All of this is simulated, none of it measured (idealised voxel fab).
Documented hereafter: the process module known as voxel wiring stack.
Cross-sectional view cut (width: 230 nm; square cell size: 5 nm).
Bands, listed from the top down, are how a cross-section gets written in this document; the cross-section itself is a grid of square cells, and a band is one or more rows of them.
Heads up on the band format: heights come first, top then bottom, in nm. After that it's the materials left to right, each with its width in nm. A single material flagged "full width" fills the whole band edge to edge, and "empty" means there's empty space there.
Heights are measured from 0, the level below which the as-received wafer is all one material; the lowest band has no bottom and continues downward, written as in "0 down".
With a width like "30..40", each row of cells in the band differs from the next by the same amount, the top row carrying the first number and the bottom row the second.
"no alteration" after a step means that no cell of the cross-section changed.
Each empty space that has no open way to the top and spans at least 8 cells appears under "Enclosed void listing" as width x height at distance, the distance counted from the left edge, all in nm.
Where a step's line continues beyond its settings, the continuation is a remark by the simulator itself on that step.
When a step includes a mask, the "overlay nm" setting on its line states how far to the right of its planned place that mask lay, and negative values state how far to the left.

**Process steps - plan**
1) RECEIVE, material Si
2) CONFORMAL_DEP, material SiO2, thk nm 10
3) DIRECTIONAL_DEP, material TiN, thk nm 5
4) DIRECTIONAL_DEP, material W, thk nm 20
5) PATTERN, tone cover, mask id METAL_1, material resist, width nm 25, pitch nm 40, thk nm 20, overlay nm 0
6) DIRECTIONAL_ETCH, etch materials W, depth nm 20
7) DIRECTIONAL_ETCH, etch materials TiN, depth nm 5
8) STRIP, etch materials resist
9) CONFORMAL_DEP, material SiN, thk nm 5
10) FILL_DEP, material SiO2, thk nm 10
11) CMP, height nm 35
12) CONFORMAL_DEP, material SiCN, thk nm 5
13) DIRECTIONAL_DEP, material lowk, thk nm 15
14) MASKED_ETCH, tone open, mask id PLUG_1, width nm 15, pitch nm 80, etch materials lowk, depth nm 15, overlay nm 0
15) MASKED_ETCH, tone open, mask id PLUG_1, width nm 15, pitch nm 80, etch materials SiCN, depth nm 5, overlay nm 0
16) EPI, material Ru, thk nm 10
17) EPI, material Ru, thk nm 10
18) DIRECTIONAL_DEP, material TiN, thk nm 5
19) DIRECTIONAL_DEP, material Ru, thk nm 15
20) DIRECTIONAL_DEP, material aC, thk nm 10
21) PATTERN, tone cover, mask id METAL_2, material resist, width nm 25, pitch nm 40, thk nm 30, overlay nm 0
22) DIRECTIONAL_ETCH, etch materials aC, depth nm 10
23) STRIP, etch materials resist
24) DIRECTIONAL_ETCH, etch materials Ru, depth nm 15
25) DIRECTIONAL_ETCH, etch materials TiN, depth nm 5
26) STRIP, etch materials aC
27) CONFORMAL_DEP, material SiCN, thk nm 5
28) FILL_DEP, material lowk, thk nm 5
29) CMP, height nm 75
30) CONFORMAL_DEP, material SiCN, thk nm 5
31) DIRECTIONAL_DEP, material SiO2, thk nm 35
32) MASKED_ETCH, tone open, mask id METAL_3_HOLES, width nm 15, pitch nm 40, etch materials SiO2, depth nm 35, overlay nm 0
33) DIRECTIONAL_DEP, material aC, thk nm 15
34) PATTERN, tone open, mask id METAL_3, material resist, width nm 25, pitch nm 40, thk nm 30, overlay nm 0
35) DIRECTIONAL_ETCH, etch materials aC, depth nm 15
36) STRIP, etch materials resist
37) DIRECTIONAL_ETCH, etch materials SiO2, depth nm 20
38) DIRECTIONAL_ETCH, etch materials SiCN, depth nm 5
39) STRIP, etch materials aC
40) CONFORMAL_DEP, material TiN, thk nm 5
41) FILL_DEP, material Cu, thk nm 10
42) CMP, height nm 115
43) CONFORMAL_DEP, material SiCN, thk nm 5
44) DIRECTIONAL_DEP, material lowk, thk nm 25
45) DIRECTIONAL_DEP, material aC, thk nm 15
46) PATTERN, tone open, mask id METAL_4_HOLES, material resist, width nm 15, pitch nm 40, thk nm 35, overlay nm 0
47) DIRECTIONAL_ETCH, etch materials aC, depth nm 15
48) STRIP, etch materials resist
49) DIRECTIONAL_ETCH, etch materials lowk, depth nm 25
50) STRIP, etch materials aC
51) MASKED_ETCH, tone open, mask id METAL_4, width nm 25, pitch nm 40, etch materials lowk, depth nm 15, overlay nm 0
52) MASKED_ETCH, tone open, mask id METAL_4, width nm 25, pitch nm 40, etch materials SiCN, depth nm 5, overlay nm 0
53) CONFORMAL_DEP, material TiN, thk nm 5
54) FILL_DEP, material Ru, thk nm 10
55) CMP, height nm 145
56) CONFORMAL_DEP, material SiCN, thk nm 5

**As received (post step 1): cross-section**
- 0 down  Si full width
- Enclosed void listing: none

**The cross-section shown corresponds to the wafer at the conclusion of the module. The initial structure and the process plan are those presented above; however, one mistake occurred in executing the plan**
- 150 to 145  SiCN full width
- 145 to 135  lowk 60 nm; TiN 5 nm; Ru 15 nm; TiN 5 nm; lowk 15 nm; TiN 5 nm; Ru 15 nm; TiN 5 nm; lowk 15 nm; TiN 5 nm; Ru 15 nm; TiN 5 nm; lowk 65 nm
- 135 to 130  lowk 60 nm; TiN 5 nm; Ru 5 nm; TiN 15 nm; lowk 15 nm; TiN 5 nm; Ru 5 nm; TiN 15 nm; lowk 15 nm; TiN 5 nm; Ru 5 nm; TiN 15 nm; lowk 65 nm
- 130 to 120  lowk 60 nm; TiN 5 nm; Ru 5 nm; TiN 5 nm; lowk 25 nm; TiN 5 nm; Ru 5 nm; TiN 5 nm; lowk 25 nm; TiN 5 nm; Ru 5 nm; TiN 5 nm; lowk 75 nm
- 120 to 115  SiCN 60 nm; TiN 15 nm; SiCN 25 nm; TiN 15 nm; SiCN 25 nm; TiN 15 nm; SiCN 75 nm
- 115 to 100  SiO2 60 nm; TiN 5 nm; Cu 15 nm; TiN 5 nm; SiO2 15 nm; TiN 5 nm; Cu 15 nm; TiN 5 nm; SiO2 15 nm; TiN 5 nm; Cu 15 nm; TiN 5 nm; SiO2 65 nm
- 100 to 95  SiO2 60 nm; TiN 5 nm; Cu 5 nm; TiN 15 nm; SiO2 15 nm; TiN 5 nm; Cu 5 nm; TiN 15 nm; SiO2 15 nm; TiN 5 nm; Cu 5 nm; TiN 15 nm; SiO2 65 nm
- 95 to 80  SiO2 60 nm; TiN 5 nm; Cu 5 nm; TiN 5 nm; SiO2 25 nm; TiN 5 nm; Cu 5 nm; TiN 5 nm; SiO2 25 nm; TiN 5 nm; Cu 5 nm; TiN 5 nm; SiO2 75 nm
- 80 to 75  SiCN 60 nm; TiN 15 nm; SiCN 25 nm; TiN 15 nm; SiCN 25 nm; TiN 15 nm; SiCN 75 nm
- 75 to 60  lowk 55 nm; SiCN 5 nm; Ru 25 nm; SiCN 5 nm; lowk 5 nm; SiCN 5 nm; Ru 25 nm; SiCN 5 nm; lowk 5 nm; SiCN 5 nm; Ru 25 nm; SiCN 5 nm; lowk 60 nm
- 60 to 55  SiCN 60 nm; TiN 25 nm; SiCN 15 nm; TiN 25 nm; SiCN 15 nm; TiN 25 nm; SiCN 65 nm
- 55 to 40  lowk 60 nm; Ru 15 nm; lowk 65 nm; Ru 15 nm; lowk 75 nm
- 40 to 35  SiCN 70 nm; Ru 5 nm; SiCN 75 nm; Ru 5 nm; SiCN 75 nm
- 35 to 15  SiO2 55 nm; SiN 5 nm; W 25 nm; SiN 5 nm; SiO2 5 nm; SiN 5 nm; W 25 nm; SiN 5 nm; SiO2 5 nm; SiN 5 nm; W 25 nm; SiN 5 nm; SiO2 60 nm
- 15 to 10  SiN 60 nm; TiN 25 nm; SiN 15 nm; TiN 25 nm; SiN 15 nm; TiN 25 nm; SiN 65 nm
- 10 to 0  SiO2 full width
- 0 down  Si full width
- Enclosed void listing: none
Against the plan, the run slipped here: not per plan at step 15, really ran MASKED_ETCH, tone open, mask id PLUG_1, width nm 15, pitch nm 80, etch materials SiCN, depth nm 5, overlay nm 10
